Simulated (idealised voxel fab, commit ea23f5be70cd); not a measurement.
Herein follows the process module entitled voxel self aligned vias.
It is cross-section cut that appears here, measuring 265 nm in width, its square cells being 5 nm in size.
Cross-sections here: square-cell grids, written as top-down lists of bands, a band being one or more rows of cells. In this notation a band is specified by the heights of its top and bottom, in that order and in nm, after which its materials appear from left to right, each paired with its width in nm. The word "edge to edge" attached to a single material means that material fills the band from edge to edge; the word "empty" stands for empty space. Convention: height 0 is the level below which the wafer, as received, is all one material. The lowest band does not terminate at the bottom but continues downward, represented as "0 nm and below". The notation "30..40" denotes a width that varies across the rows of cells in the band, beginning at the first number in the top row, finishing at the second number in the bottom row, and changing by an identical amount from each row to the next. "no modifications" (step): cross-section cells unchanged, all of them. Entry "Closed voids list" = empty spaces >= 8 cells with no open way to the top; each as width x height at distance, distance from left edge, all nm. Whatever follows a step's settings on its line is a remark the simulator itself makes about that step. A step's line can hold "overlay nm"; with a mask on that step, the setting says how far right of the planned place the mask lay, while a negative setting says it lay to the left.
## Planned process steps
| 1 | op RECEIVE | material Si |
| 2 | op CONFORMAL_DEP | material SiO2 | thk nm 15 |
| 3 | op CONFORMAL_DEP | material SiCN | thk nm 5 |
| 4 | op DIRECTIONAL_DEP | material SiO2 | thk nm 25 |
| 5 | op PATTERN | tone open | mask id LINES | material resist | width nm 30 | pitch nm 70 | thk nm 20 | overlay nm 0 |
| 6 | op DIRECTIONAL_ETCH | etch materials SiO2 | depth nm 25 |
| 7 | op STRIP | etch materials resist |
| 8 | op CONFORMAL_DEP | material TiN | thk nm 5 |
| 9 | op FILL_DEP | material Ru | thk nm 5 |
| 10 | op CMP | height nm 45 |
| 11 | op SELECTIVE_ETCH | etch materials W Ru TiN | depth nm 10 |
| 12 | op FILL_DEP | material SiN | thk nm 10 |
| 13 | op CMP | height nm 45 |
| 14 | op DIRECTIONAL_DEP | material SiO2 | thk nm 15 |
| 15 | op DIRECTIONAL_DEP | material aC | thk nm 15 |
| 16 | op PATTERN | tone open | mask id VIAS | material resist | width nm 40 | pitch nm 70 | thk nm 35 | overlay nm 0 |
| 17 | op DIRECTIONAL_ETCH | etch materials aC | depth nm 15 |
| 18 | op STRIP | etch materials resist |
| 19 | op DIRECTIONAL_ETCH | etch materials SiO2 | depth nm 15 |
| 20 | op DIRECTIONAL_ETCH | etch materials SiN | depth nm 10 |
| 21 | op STRIP | etch materials aC |
| 22 | op CONFORMAL_DEP | material TiN | thk nm 5 |
| 23 | op FILL_DEP | material W | thk nm 10 |
| 24 | op CMP | height nm 60 |
| 25 | op CONFORMAL_DEP | material SiCN | thk nm 5 |
## Shown in cross-section is the wafer as received, that is, as it stands after step 1
* 0 nm and below = Si edge to edge
* Closed voids list: none
## First of two wafers: cross-section at end of module, run per plan
* 65 nm to 60 nm = SiCN edge to edge
* 60 nm to 50 nm = SiO2 40 | TiN 5 | W 30 | TiN 5 | SiO2 30 | TiN 5 | W 30 | TiN 5 | SiO2 30 | TiN 5 | W 30 | TiN 5 | SiO2 45
* 50 nm to 40 nm = SiO2 40..45 | TiN 10..5 | W 20 | TiN 10..5 | SiO2 30..40 | TiN 10..5 | W 20 | TiN 10..5 | SiO2 30..40 | TiN 10..5 | W 20 | TiN 10..5 | SiO2 45..50
* 40 nm to 35 nm = SiO2 45 | TiN 30 | SiO2 40 | TiN 30 | SiO2 40 | TiN 30 | SiO2 50
* 35 nm to 25 nm = SiO2 45 | TiN 5 | Ru 20 | TiN 5 | SiO2 40 | TiN 5 | Ru 20 | TiN 5 | SiO2 40 | TiN 5 | Ru 20 | TiN 5 | SiO2 50
* 25 nm to 20 nm = SiO2 45 | TiN 30 | SiO2 40 | TiN 30 | SiO2 40 | TiN 30 | SiO2 50
* 20 nm to 15 nm = SiCN edge to edge
* 15 nm to 0 nm = SiO2 edge to edge
* 0 nm and below = Si edge to edge
* Closed voids list: none
## What the second wafer looks like in cross-section once the module is done. Its start and its plan matched the first wafer's exactly; what differed was one mistake in how it was run
* 65 nm to 60 nm = SiCN edge to edge
* 60 nm to 45 nm = SiO2 40 | TiN 5 | W 30 | TiN 5 | SiO2 30 | TiN 5 | W 30 | TiN 5 | SiO2 30 | TiN 5 | W 30 | TiN 5 | SiO2 45
* 45 nm to 40 nm = SiN 40 | TiN 10 | W 20 | TiN 10 | SiN 30 | TiN 10 | W 20 | TiN 10 | SiN 30 | TiN 10 | W 20 | TiN 10 | SiN 45
* 40 nm to 35 nm = SiO2 45 | TiN 30 | SiO2 40 | TiN 30 | SiO2 40 | TiN 30 | SiO2 50
* 35 nm to 20 nm = SiO2 45 | TiN 5 | Ru 20 | TiN 5 | SiO2 40 | TiN 5 | Ru 20 | TiN 5 | SiO2 40 | TiN 5 | Ru 20 | TiN 5 | SiO2 50
* 20 nm to 15 nm = SiO2 45 | TiN 30 | SiO2 40 | TiN 30 | SiO2 40 | TiN 30 | SiO2 50
* 15 nm to 10 nm = SiCN edge to edge
* 10 nm to 0 nm = SiO2 edge to edge
* 0 nm and below = Si edge to edge
* Closed voids list: none
what went wrong: step 2, actual vs plan mismatch, actual run op CONFORMAL_DEP | material SiO2 | thk nm 10
It is noted that, at the conclusion of processing, the second wafer exhibits a higher or lower cell count for certain materials relative to the first: +12 Ru | +29 SiN | -53 SiO2 | +6 TiN | +6 W
